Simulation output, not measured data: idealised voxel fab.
Title: Process Module voxel transistor to metal
cross-section cut | 185 nm wide | cells 5 nm
Cross-section format: a grid of square cells, given as bands from top to bottom; each band is one or more rows of cells.
The entry gives the band's vertical extent as a top height and a bottom height in nm, then its horizontal make-up as materials from left to right, each with a width in nm. "empty" stands for empty space; a single material marked "full width" fills the band edge to edge.
Height reference: 0 = level under which incoming wafer is all one material. Lowest band: no bottom, runs on downward, e.g. "0 and below".
Top row gets the first number, bottom row gets the second, and each row in between changes by the same step: that is how a band width like "30..40" works.
Where a step carries "nothing altered", the cross-section came out of it unchanged, cell for cell.
"Catalogued sealed voids" contains a list of empty spaces, each no smaller than 8 cells and without an open way to the top, written in the form width x height at distance with the distance from the left edge and all three in nm.
Post-settings text on a step line: simulator's own remark regarding the step.
The "overlay nm" setting may appear on a step's line; for a step that uses a mask, it gives how far to the right of its planned position the mask lay, and a negative value indicates the left.

**Steps in the process plan**
1) RECEIVE (material Si)
2) CONFORMAL_DEP (material SiO2; thk nm 5)
3) CONFORMAL_DEP (material SiN; thk nm 10)
4) MASKED_ETCH (tone cover; mask id ACTIVE; width nm 100; etch materials SiN; depth nm 10; overlay nm 0)
5) MASKED_ETCH (tone cover; mask id ACTIVE; width nm 100; etch materials SiO2; depth nm 5; overlay nm 0)
6) MASKED_ETCH (tone cover; mask id ACTIVE; width nm 100; etch materials Si; depth nm 30; overlay nm 0)
7) FILL_DEP (material SiO2; thk nm 15)
8) CMP (height nm 15)
9) SELECTIVE_ETCH (etch materials SiO2; depth nm 5)
10) STRIP (etch materials SiN)
11) SELECTIVE_ETCH (etch materials SiO2; depth nm 5)
12) OXIDIZE (depth nm 5)
13) DIRECTIONAL_DEP (material polySi; thk nm 30)
14) DIRECTIONAL_DEP (material SiCN; thk nm 15)
15) MASKED_ETCH (tone cover; mask id GATE; width nm 20; etch materials SiCN; depth nm 25; overlay nm 0)
16) MASKED_ETCH (tone cover; mask id GATE; width nm 20; etch materials polySi; depth nm 40; overlay nm 0)
17) CONFORMAL_DEP (material SiN; thk nm 10)
18) DIRECTIONAL_ETCH (etch materials SiN; depth nm 10)
19) DIRECTIONAL_ETCH (etch materials SiO2; depth nm 5)
20) DIRECTIONAL_ETCH (etch materials Si; depth nm 5)
21) EPI (material SiGe; thk nm 5)
22) FILL_DEP (material SiO2; thk nm 10)
23) CMP (height nm 45)
24) DIRECTIONAL_DEP (material SiO2; thk nm 10)
25) MASKED_ETCH (tone open; mask id CONTACT; width nm 20; pitch nm 70; etch materials SiO2; depth nm 60; overlay nm 0)
26) CONFORMAL_DEP (material TiN; thk nm 5)
27) FILL_DEP (material Ru; thk nm 10)
28) CMP (height nm 55)
29) CONFORMAL_DEP (material SiN; thk nm 5)
30) DIRECTIONAL_DEP (material SiO2; thk nm 15)
31) PATTERN (tone open; mask id METAL_1; material resist; width nm 20; pitch nm 70; thk nm 15; overlay nm 0)
32) DIRECTIONAL_ETCH (etch materials SiO2; depth nm 15)
33) DIRECTIONAL_ETCH (etch materials SiN; depth nm 5)
34) STRIP (etch materials resist)
35) CONFORMAL_DEP (material TiN; thk nm 5)
36) FILL_DEP (material Cu; thk nm 10)
37) CMP (height nm 75)
38) CONFORMAL_DEP (material SiCN; thk nm 5)
39) DIRECTIONAL_DEP (material lowk; thk nm 30)
40) MASKED_ETCH (tone open; mask id METAL_2_HOLES; width nm 15; pitch nm 70; etch materials lowk; depth nm 30; overlay nm 0)
41) MASKED_ETCH (tone open; mask id METAL_2; width nm 20; pitch nm 70; etch materials lowk; depth nm 15; overlay nm 0)
42) MASKED_ETCH (tone open; mask id METAL_2; width nm 20; pitch nm 70; etch materials SiCN; depth nm 5; overlay nm 0)
43) CONFORMAL_DEP (material TiN; thk nm 5)
44) FILL_DEP (material Cu; thk nm 5)
45) CMP (height nm 110)
46) CONFORMAL_DEP (material SiN; thk nm 5)

**The first wafer of two, processed as planned**

**Wafer cross-section on receipt, i.e. after step 1**
  0 and below  Si full width
  Catalogued sealed voids: none

**Cross-section of the wafer subsequent to step 2**
  5 down to 0  SiO2 full width
  Lower than 0, everything is as it was.

**Cross-section of the wafer subsequent to step 3**
  15 down to 5  SiN full width
  Lower than 5, everything is as it was.

**Cross-section of the wafer subsequent to step 4**
  15 down to 5  empty (40)  SiN (100)  empty (45)
  Lower than 5, everything is as it was.

**Cross-section of the wafer subsequent to step 5**
  15 down to 5  empty (40)  SiN (100)  empty (45)
  5 down to 0  empty (40)  SiO2 (100)  empty (45)
  Lower than 0, everything is as it was.

**Cross-section of the wafer subsequent to step 6**
  15 down to 5  empty (40)  SiN (100)  empty (45)
  5 down to 0  empty (40)  SiO2 (100)  empty (45)
  0 down to -30  empty (40)  Si (100)  empty (45)
  Lower than -30, everything is as it was.

**Cross-section of the wafer subsequent to step 7**
  30 down to 15  SiO2 full width
  15 down to 5  SiO2 (40)  SiN (100)  SiO2 (45)
  5 down to 0  SiO2 full width
  0 down to -30  SiO2 (40)  Si (100)  SiO2 (45)
  Lower than -30, everything is as it was.

**Cross-section of the wafer subsequent to step 8**
  15 down to 5  SiO2 (40)  SiN (100)  SiO2 (45)
  Lower than 5, everything is as it was.

**Cross-section of the wafer subsequent to step 9**
  15 down to 10  empty (40)  SiN (100)  empty (45)
  Lower than 10, everything is as it was.

**Cross-section of the wafer subsequent to step 10**
  10 down to 5  SiO2 (40)  empty (100)  SiO2 (45)
  Lower than 5, everything is as it was.

**Cross-section of the wafer subsequent to step 11**
  5 down to 0  SiO2 (35)  empty (110)  SiO2 (40)
  Lower than 0, everything is as it was.

**Cross-section of the wafer subsequent to step 12**
  5 down to 0  SiO2 (35)  empty (110)  SiO2 (40)
  0 down to -5  SiO2 full width
  Lower than -5, everything is as it was.

**Cross-section of the wafer subsequent to step 13**
  35 down to 30  polySi (35)  empty (110)  polySi (40)
  30 down to 5  polySi full width
  5 down to 0  SiO2 (35)  polySi (110)  SiO2 (40)
  Lower than 0, everything is as it was.

**Cross-section of the wafer subsequent to step 14**
  50 down to 45  SiCN (35)  empty (110)  SiCN (40)
  45 down to 35  SiCN full width
  35 down to 30  polySi (35)  SiCN (110)  polySi (40)
  Lower than 30, everything is as it was.

**Cross-section of the wafer subsequent to step 15**
  45 down to 35  empty (80)  SiCN (20)  empty (85)
  35 down to 30  polySi (35)  empty (45)  SiCN (20)  empty (45)  polySi (40)
  Lower than 30, everything is as it was.

**Cross-section of the wafer subsequent to step 16**
  45 down to 30  empty (80)  SiCN (20)  empty (85)
  30 down to 5  empty (80)  polySi (20)  empty (85)
  5 down to 0  SiO2 (35)  empty (45)  polySi (20)  empty (45)  SiO2 (40)
  Lower than 0, everything is as it was.

**Cross-section of the wafer subsequent to step 17**
  55 down to 45  empty (70)  SiN (40)  empty (75)
  45 down to 30  empty (70)  SiN (10)  SiCN (20)  SiN (10)  empty (75)
  30 down to 15  empty (70)  SiN (10)  polySi (20)  SiN (10)  empty (75)
  15 down to 10  SiN (45)  empty (25)  SiN (10)  polySi (20)  SiN (10)  empty (25)  SiN (50)
  10 down to 5  SiN (80)  polySi (20)  SiN (85)
  5 down to 0  SiO2 (35)  SiN (45)  polySi (20)  SiN (45)  SiO2 (40)
  Lower than 0, everything is as it was.

**Cross-section of the wafer subsequent to step 18**
  45 down to 30  empty (70)  SiN (10)  SiCN (20)  SiN (10)  empty (75)
  30 down to 5  empty (70)  SiN (10)  polySi (20)  SiN (10)  empty (75)
  5 down to 0  SiO2 (35)  SiN (10)  empty (25)  SiN (10)  polySi (20)  SiN (10)  empty (25)  SiN (10)  SiO2 (40)
  Lower than 0, everything is as it was.

**Cross-section of the wafer subsequent to step 19**
  45 down to 30  empty (70)  SiN (10)  SiCN (20)  SiN (10)  empty (75)
  30 down to 5  empty (70)  SiN (10)  polySi (20)  SiN (10)  empty (75)
  5 down to 0  empty (35)  SiN (10)  empty (25)  SiN (10)  polySi (20)  SiN (10)  empty (25)  SiN (10)  empty (40)
  0 down to -5  SiO2 (45)  empty (25)  SiO2 (40)  empty (25)  SiO2 (50)
  Lower than -5, everything is as it was.

**Cross-section of the wafer subsequent to step 20**
  45 down to 30  empty (70)  SiN (10)  SiCN (20)  SiN (10)  empty (75)
  30 down to 5  empty (70)  SiN (10)  polySi (20)  SiN (10)  empty (75)
  5 down to 0  empty (35)  SiN (10)  empty (25)  SiN (10)  polySi (20)  SiN (10)  empty (25)  SiN (10)  empty (40)
  0 down to -5  SiO2 (45)  empty (25)  SiO2 (40)  empty (25)  SiO2 (50)
  -5 down to -10  SiO2 (40)  Si (5)  empty (25)  Si (40)  empty (25)  Si (5)  SiO2 (45)
  Lower than -10, everything is as it was.

**Cross-section of the wafer subsequent to step 21**
  45 down to 30  empty (70)  SiN (10)  SiCN (20)  SiN (10)  empty (75)
  30 down to 5  empty (70)  SiN (10)  polySi (20)  SiN (10)  empty (75)
  5 down to 0  empty (35)  SiN (10)  empty (25)  SiN (10)  polySi (20)  SiN (10)  empty (25)  SiN (10)  empty (40)
  0 down to -5  SiO2 (45)  SiGe (5)  empty (15)  SiGe (5)  SiO2 (40)  SiGe (5)  empty (15)  SiGe (5)  SiO2 (50)
  -5 down to -10  SiO2 (40)  Si (5)  SiGe (25)  Si (40)  SiGe (25)  Si (5)  SiO2 (45)
  Lower than -10, everything is as it was.

**Cross-section of the wafer subsequent to step 22**
  55 down to 45  SiO2 full width
  45 down to 30  SiO2 (70)  SiN (10)  SiCN (20)  SiN (10)  SiO2 (75)
  30 down to 5  SiO2 (70)  SiN (10)  polySi (20)  SiN (10)  SiO2 (75)
  5 down to 0  SiO2 (35)  SiN (10)  SiO2 (25)  SiN (10)  polySi (20)  SiN (10)  SiO2 (25)  SiN (10)  SiO2 (40)
  0 down to -5  SiO2 (45)  SiGe (5)  SiO2 (15)  SiGe (5)  SiO2 (40)  SiGe (5)  SiO2 (15)  SiGe (5)  SiO2 (50)
  Lower than -5, everything is as it was.

**Cross-section of the wafer subsequent to step 23**
  45 down to 30  SiO2 (70)  SiN (10)  SiCN (20)  SiN (10)  SiO2 (75)
  Lower than 30, everything is as it was.

**Cross-section of the wafer subsequent to step 24**
  55 down to 45  SiO2 full width
  Lower than 45, everything is as it was.

**Cross-section of the wafer subsequent to step 25**
  55 down to 45  SiO2 (45)  empty (20)  SiO2 (50)  empty (20)  SiO2 (50)
  45 down to 30  SiO2 (45)  empty (20)  SiO2 (5)  SiN (10)  SiCN (20)  SiN (10)  SiO2 (5)  empty (20)  SiO2 (50)
  30 down to 5  SiO2 (45)  empty (20)  SiO2 (5)  SiN (10)  polySi (20)  SiN (10)  SiO2 (5)  empty (20)  SiO2 (50)
  5 down to 0  SiO2 (35)  SiN (10)  empty (20)  SiO2 (5)  SiN (10)  polySi (20)  SiN (10)  SiO2 (5)  empty (20)  SiN (10)  SiO2 (40)
  0 down to -5  SiO2 (45)  SiGe (5)  empty (15)  SiGe (5)  SiO2 (40)  SiGe (5)  empty (15)  SiGe (5)  SiO2 (50)
  Lower than -5, everything is as it was.

**Cross-section of the wafer subsequent to step 26**
  60 down to 55  TiN (50)  empty (10)  TiN (60)  empty (10)  TiN (55)
  55 down to 45  SiO2 (45)  TiN (5)  empty (10)  TiN (5)  SiO2 (50)  TiN (5)  empty (10)  TiN (5)  SiO2 (50)
  45 down to 30  SiO2 (45)  TiN (5)  empty (10)  TiN (5)  SiO2 (5)  SiN (10)  SiCN (20)  SiN (10)  SiO2 (5)  TiN (5)  empty (10)  TiN (5)  SiO2 (50)
  30 down to 5  SiO2 (45)  TiN (5)  empty (10)  TiN (5)  SiO2 (5)  SiN (10)  polySi (20)  SiN (10)  SiO2 (5)  TiN (5)  empty (10)  TiN (5)  SiO2 (50)
  5 down to 0  SiO2 (35)  SiN (10)  TiN (10)  empty (5)  TiN (5)  SiO2 (5)  SiN (10)  polySi (20)  SiN (10)  SiO2 (5)  TiN (5)  empty (5)  TiN (10)  SiN (10)  SiO2 (40)
  0 down to -5  SiO2 (45)  SiGe (5)  TiN (15)  SiGe (5)  SiO2 (40)  SiGe (5)  TiN (15)  SiGe (5)  SiO2 (50)
  Lower than -5, everything is as it was.

**Cross-section of the wafer subsequent to step 27**
  70 down to 60  Ru full width
  60 down to 55  TiN (50)  Ru (10)  TiN (60)  Ru (10)  TiN (55)
  55 down to 45  SiO2 (45)  TiN (5)  Ru (10)  TiN (5)  SiO2 (50)  TiN (5)  Ru (10)  TiN (5)  SiO2 (50)
  45 down to 30  SiO2 (45)  TiN (5)  Ru (10)  TiN (5)  SiO2 (5)  SiN (10)  SiCN (20)  SiN (10)  SiO2 (5)  TiN (5)  Ru (10)  TiN (5)  SiO2 (50)
  30 down to 5  SiO2 (45)  TiN (5)  Ru (10)  TiN (5)  SiO2 (5)  SiN (10)  polySi (20)  SiN (10)  SiO2 (5)  TiN (5)  Ru (10)  TiN (5)  SiO2 (50)
  5 down to 0  SiO2 (35)  SiN (10)  TiN (10)  Ru (5)  TiN (5)  SiO2 (5)  SiN (10)  polySi (20)  SiN (10)  SiO2 (5)  TiN (5)  Ru (5)  TiN (10)  SiN (10)  SiO2 (40)
  Lower than 0, everything is as it was.

**Cross-section of the wafer subsequent to step 28**
  55 down to 45  SiO2 (45)  TiN (5)  Ru (10)  TiN (5)  SiO2 (50)  TiN (5)  Ru (10)  TiN (5)  SiO2 (50)
  Lower than 45, everything is as it was.

**Cross-section of the wafer subsequent to step 29**
  60 down to 55  SiN full width
  Lower than 55, everything is as it was.

**Cross-section of the wafer subsequent to step 30**
  75 down to 60  SiO2 full width
  Lower than 60, everything is as it was.

**Cross-section of the wafer subsequent to step 31**
  90 down to 75  resist (45)  empty (20)  resist (50)  empty (20)  resist (50)
  Lower than 75, everything is as it was.

**Cross-section of the wafer subsequent to step 32**
  90 down to 75  resist (45)  empty (20)  resist (50)  empty (20)  resist (50)
  75 down to 60  SiO2 (45)  empty (20)  SiO2 (50)  empty (20)  SiO2 (50)
  Lower than 60, everything is as it was.

**Cross-section of the wafer subsequent to step 33**
  90 down to 75  resist (45)  empty (20)  resist (50)  empty (20)  resist (50)
  75 down to 60  SiO2 (45)  empty (20)  SiO2 (50)  empty (20)  SiO2 (50)
  60 down to 55  SiN (45)  empty (20)  SiN (50)  empty (20)  SiN (50)
  Lower than 55, everything is as it was.

**Cross-section of the wafer subsequent to step 34**
  75 down to 60  SiO2 (45)  empty (20)  SiO2 (50)  empty (20)  SiO2 (50)
  Lower than 60, everything is as it was.

**Cross-section of the wafer subsequent to step 35**
  80 down to 75  TiN (50)  empty (10)  TiN (60)  empty (10)  TiN (55)
  75 down to 60  SiO2 (45)  TiN (5)  empty (10)  TiN (5)  SiO2 (50)  TiN (5)  empty (10)  TiN (5)  SiO2 (50)
  60 down to 55  SiN (45)  TiN (20)  SiN (50)  TiN (20)  SiN (50)
  Lower than 55, everything is as it was.

**Cross-section of the wafer subsequent to step 36**
  90 down to 80  Cu full width
  80 down to 75  TiN (50)  Cu (10)  TiN (60)  Cu (10)  TiN (55)
  75 down to 60  SiO2 (45)  TiN (5)  Cu (10)  TiN (5)  SiO2 (50)  TiN (5)  Cu (10)  TiN (5)  SiO2 (50)
  Lower than 60, everything is as it was.

**Cross-section of the wafer subsequent to step 37**
  75 down to 60  SiO2 (45)  TiN (5)  Cu (10)  TiN (5)  SiO2 (50)  TiN (5)  Cu (10)  TiN (5)  SiO2 (50)
  Lower than 60, everything is as it was.

**Cross-section of the wafer subsequent to step 38**
  80 down to 75  SiCN full width
  Lower than 75, everything is as it was.

**Cross-section of the wafer subsequent to step 39**
  110 down to 80  lowk full width
  Lower than 80, everything is as it was.

**Cross-section of the wafer subsequent to step 40**
  110 down to 80  lowk (45)  empty (15)  lowk (55)  empty (15)  lowk (55)
  Lower than 80, everything is as it was.

**Cross-section of the wafer subsequent to step 41**
  110 down to 95  lowk (45)  empty (20)  lowk (50)  empty (20)  lowk (50)
  Lower than 95, everything is as it was.

**Cross-section of the wafer subsequent to step 42**
  110 down to 95  lowk (45)  empty (20)  lowk (50)  empty (20)  lowk (50)
  95 down to 80  lowk (45)  empty (15)  lowk (55)  empty (15)  lowk (55)
  80 down to 75  SiCN (45)  empty (15)  SiCN (55)  empty (15)  SiCN (55)
  Lower than 75, everything is as it was.

**Cross-section of the wafer subsequent to step 43**
  115 down to 110  TiN (50)  empty (10)  TiN (60)  empty (10)  TiN (55)
  110 down to 100  lowk (45)  TiN (5)  empty (10)  TiN (5)  lowk (50)  TiN (5)  empty (10)  TiN (5)  lowk (50)
  100 down to 95  lowk (45)  TiN (5)  empty (5)  TiN (10)  lowk (50)  TiN (5)  empty (5)  TiN (10)  lowk (50)
  95 down to 80  lowk (45)  TiN (5)  empty (5)  TiN (5)  lowk (55)  TiN (5)  empty (5)  TiN (5)  lowk (55)
  80 down to 75  SiCN (45)  TiN (15)  SiCN (55)  TiN (15)  SiCN (55)
  Lower than 75, everything is as it was.

**Cross-section of the wafer subsequent to step 44**
  120 down to 115  Cu full width
  115 down to 110  TiN (50)  Cu (10)  TiN (60)  Cu (10)  TiN (55)
  110 down to 100  lowk (45)  TiN (5)  Cu (10)  TiN (5)  lowk (50)  TiN (5)  Cu (10)  TiN (5)  lowk (50)
  100 down to 95  lowk (45)  TiN (5)  Cu (5)  TiN (10)  lowk (50)  TiN (5)  Cu (5)  TiN (10)  lowk (50)
  95 down to 80  lowk (45)  TiN (5)  Cu (5)  TiN (5)  lowk (55)  TiN (5)  Cu (5)  TiN (5)  lowk (55)
  Lower than 80, everything is as it was.

**Cross-section of the wafer subsequent to step 45**
  110 down to 100  lowk (45)  TiN (5)  Cu (10)  TiN (5)  lowk (50)  TiN (5)  Cu (10)  TiN (5)  lowk (50)
  Lower than 100, everything is as it was.

**Cross-section of the wafer subsequent to step 46**
  115 down to 110  SiN full width
  Lower than 110, everything is as it was.

**The second wafer began exactly as the first did and followed the same plan, but one mistake was made while running it; through step 24 inclusive, the two wafers are identical**

**Cross-section of the second wafer at the time step 25 of the plan should have ended**
  55 down to 45  empty (45)  SiO2 (20)  empty (50)  SiO2 (20)  empty (50)
  45 down to 30  empty (45)  SiO2 (20)  empty (5)  SiN (10)  SiCN (20)  SiN (10)  empty (5)  SiO2 (20)  empty (50)
  30 down to 5  empty (45)  SiO2 (20)  empty (5)  SiN (10)  polySi (20)  SiN (10)  empty (5)  SiO2 (20)  empty (50)
  5 down to 0  empty (35)  SiN (10)  SiO2 (20)  empty (5)  SiN (10)  polySi (20)  SiN (10)  empty (5)  SiO2 (20)  SiN (10)  empty (40)
  0 down to -5  empty (35)  SiO2 (10)  SiGe (5)  SiO2 (15)  SiGe (5)  SiO2 (40)  SiGe (5)  SiO2 (15)  SiGe (5)  SiO2 (10)  empty (40)
  Lower than -5, everything is as it was.

**Cross-section of the second wafer at the time step 26 of the plan should have ended**
  60 down to 55  empty (40)  TiN (30)  empty (40)  TiN (30)  empty (45)
  55 down to 50  empty (40)  TiN (5)  SiO2 (20)  TiN (5)  empty (40)  TiN (5)  SiO2 (20)  TiN (5)  empty (45)
  50 down to 45  empty (40)  TiN (5)  SiO2 (20)  TiN (50)  SiO2 (20)  TiN (5)  empty (45)
  45 down to 30  empty (40)  TiN (5)  SiO2 (20)  TiN (5)  SiN (10)  SiCN (20)  SiN (10)  TiN (5)  SiO2 (20)  TiN (5)  empty (45)
  30 down to 10  empty (40)  TiN (5)  SiO2 (20)  TiN (5)  SiN (10)  polySi (20)  SiN (10)  TiN (5)  SiO2 (20)  TiN (5)  empty (45)
  10 down to 5  empty (30)  TiN (15)  SiO2 (20)  TiN (5)  SiN (10)  polySi (20)  SiN (10)  TiN (5)  SiO2 (20)  TiN (15)  empty (35)
  5 down to 0  empty (30)  TiN (5)  SiN (10)  SiO2 (20)  TiN (5)  SiN (10)  polySi (20)  SiN (10)  TiN (5)  SiO2 (20)  SiN (10)  TiN (5)  empty (35)
  0 down to -5  TiN (35)  SiO2 (10)  SiGe (5)  SiO2 (15)  SiGe (5)  SiO2 (40)  SiGe (5)  SiO2 (15)  SiGe (5)  SiO2 (10)  TiN (40)
  Lower than -5, everything is as it was.

**Cross-section of the second wafer at the time step 27 of the plan should have ended**
  70 down to 60  Ru full width
  60 down to 55  Ru (40)  TiN (30)  Ru (40)  TiN (30)  Ru (45)
  55 down to 50  Ru (40)  TiN (5)  SiO2 (20)  TiN (5)  Ru (40)  TiN (5)  SiO2 (20)  TiN (5)  Ru (45)
  50 down to 45  Ru (40)  TiN (5)  SiO2 (20)  TiN (50)  SiO2 (20)  TiN (5)  Ru (45)
  45 down to 30  Ru (40)  TiN (5)  SiO2 (20)  TiN (5)  SiN (10)  SiCN (20)  SiN (10)  TiN (5)  SiO2 (20)  TiN (5)  Ru (45)
  30 down to 10  Ru (40)  TiN (5)  SiO2 (20)  TiN (5)  SiN (10)  polySi (20)  SiN (10)  TiN (5)  SiO2 (20)  TiN (5)  Ru (45)
  10 down to 5  Ru (30)  TiN (15)  SiO2 (20)  TiN (5)  SiN (10)  polySi (20)  SiN (10)  TiN (5)  SiO2 (20)  TiN (15)  Ru (35)
  5 down to 0  Ru (30)  TiN (5)  SiN (10)  SiO2 (20)  TiN (5)  SiN (10)  polySi (20)  SiN (10)  TiN (5)  SiO2 (20)  SiN (10)  TiN (5)  Ru (35)
  Lower than 0, everything is as it was.

**Cross-section of the second wafer at the time step 28 of the plan should have ended**
  55 down to 50  Ru (40)  TiN (5)  SiO2 (20)  TiN (5)  Ru (40)  TiN (5)  SiO2 (20)  TiN (5)  Ru (45)
  Lower than 50, everything is as it was.

**Cross-section of the second wafer at the time step 29 of the plan should have ended**
  60 down to 55  SiN full width
  Lower than 55, everything is as it was.

**Cross-section of the second wafer at the time step 30 of the plan should have ended**
  75 down to 60  SiO2 full width
  Lower than 60, everything is as it was.

**Cross-section of the second wafer at the time step 31 of the plan should have ended**
  90 down to 75  resist (45)  empty (20)  resist (50)  empty (20)  resist (50)
  Lower than 75, everything is as it was.

**Cross-section of the second wafer at the time step 32 of the plan should have ended**
  90 down to 75  resist (45)  empty (20)  resist (50)  empty (20)  resist (50)
  75 down to 60  SiO2 (45)  empty (20)  SiO2 (50)  empty (20)  SiO2 (50)
  Lower than 60, everything is as it was.

**Cross-section of the second wafer at the time step 33 of the plan should have ended**
  90 down to 75  resist (45)  empty (20)  resist (50)  empty (20)  resist (50)
  75 down to 60  SiO2 (45)  empty (20)  SiO2 (50)  empty (20)  SiO2 (50)
  60 down to 55  SiN (45)  empty (20)  SiN (50)  empty (20)  SiN (50)
  Lower than 55, everything is as it was.

**Cross-section of the second wafer at the time step 34 of the plan should have ended**
  75 down to 60  SiO2 (45)  empty (20)  SiO2 (50)  empty (20)  SiO2 (50)
  Lower than 60, everything is as it was.

**Cross-section of the second wafer at the time step 35 of the plan should have ended**
  80 down to 75  TiN (50)  empty (10)  TiN (60)  empty (10)  TiN (55)
  75 down to 60  SiO2 (45)  TiN (5)  empty (10)  TiN (5)  SiO2 (50)  TiN (5)  empty (10)  TiN (5)  SiO2 (50)
  60 down to 55  SiN (45)  TiN (20)  SiN (50)  TiN (20)  SiN (50)
  Lower than 55, everything is as it was.

**Cross-section of the second wafer at the time step 36 of the plan should have ended**
  90 down to 80  Cu full width
  80 down to 75  TiN (50)  Cu (10)  TiN (60)  Cu (10)  TiN (55)
  75 down to 60  SiO2 (45)  TiN (5)  Cu (10)  TiN (5)  SiO2 (50)  TiN (5)  Cu (10)  TiN (5)  SiO2 (50)
  Lower than 60, everything is as it was.

**Cross-section of the second wafer at the time step 37 of the plan should have ended**
  75 down to 60  SiO2 (45)  TiN (5)  Cu (10)  TiN (5)  SiO2 (50)  TiN (5)  Cu (10)  TiN (5)  SiO2 (50)
  Lower than 60, everything is as it was.

**Cross-section of the second wafer at the time step 38 of the plan should have ended**
  80 down to 75  SiCN full width
  Lower than 75, everything is as it was.

**Cross-section of the second wafer at the time step 39 of the plan should have ended**
  110 down to 80  lowk full width
  Lower than 80, everything is as it was.

**Cross-section of the second wafer at the time step 40 of the plan should have ended**
  110 down to 80  lowk (45)  empty (15)  lowk (55)  empty (15)  lowk (55)
  Lower than 80, everything is as it was.

**Cross-section of the second wafer at the time step 41 of the plan should have ended**
  110 down to 95  lowk (45)  empty (20)  lowk (50)  empty (20)  lowk (50)
  Lower than 95, everything is as it was.

**Cross-section of the second wafer at the time step 42 of the plan should have ended**
  110 down to 95  lowk (45)  empty (20)  lowk (50)  empty (20)  lowk (50)
  95 down to 80  lowk (45)  empty (15)  lowk (55)  empty (15)  lowk (55)
  80 down to 75  SiCN (45)  empty (15)  SiCN (55)  empty (15)  SiCN (55)
  Lower than 75, everything is as it was.

**Cross-section of the second wafer at the time step 43 of the plan should have ended**
  115 down to 110  TiN (50)  empty (10)  TiN (60)  empty (10)  TiN (55)
  110 down to 100  lowk (45)  TiN (5)  empty (10)  TiN (5)  lowk (50)  TiN (5)  empty (10)  TiN (5)  lowk (50)
  100 down to 95  lowk (45)  TiN (5)  empty (5)  TiN (10)  lowk (50)  TiN (5)  empty (5)  TiN (10)  lowk (50)
  95 down to 80  lowk (45)  TiN (5)  empty (5)  TiN (5)  lowk (55)  TiN (5)  empty (5)  TiN (5)  lowk (55)
  80 down to 75  SiCN (45)  TiN (15)  SiCN (55)  TiN (15)  SiCN (55)
  Lower than 75, everything is as it was.

**Cross-section of the second wafer at the time step 44 of the plan should have ended**
  120 down to 115  Cu full width
  115 down to 110  TiN (50)  Cu (10)  TiN (60)  Cu (10)  TiN (55)
  110 down to 100  lowk (45)  TiN (5)  Cu (10)  TiN (5)  lowk (50)  TiN (5)  Cu (10)  TiN (5)  lowk (50)
  100 down to 95  lowk (45)  TiN (5)  Cu (5)  TiN (10)  lowk (50)  TiN (5)  Cu (5)  TiN (10)  lowk (50)
  95 down to 80  lowk (45)  TiN (5)  Cu (5)  TiN (5)  lowk (55)  TiN (5)  Cu (5)  TiN (5)  lowk (55)
  Lower than 80, everything is as it was.

**Cross-section of the second wafer at the time step 45 of the plan should have ended**
  110 down to 100  lowk (45)  TiN (5)  Cu (10)  TiN (5)  lowk (50)  TiN (5)  Cu (10)  TiN (5)  lowk (50)
  Lower than 100, everything is as it was.

**Cross-section of the second wafer at the time step 46 of the plan should have ended**
  115 down to 110  SiN full width
  Lower than 110, everything is as it was.
Diagnosis: step 25 was processed under conditions differing from the plan, specifically as MASKED_ETCH (tone cover; mask id CONTACT; width nm 20; pitch nm 70; etch materials SiO2; depth nm 60; overlay nm 0)
Per the end-of-run cell counts, the second wafer holds more or fewer of some materials than the first: Ru: 145 more, SiO2: 164 fewer, TiN: 19 more
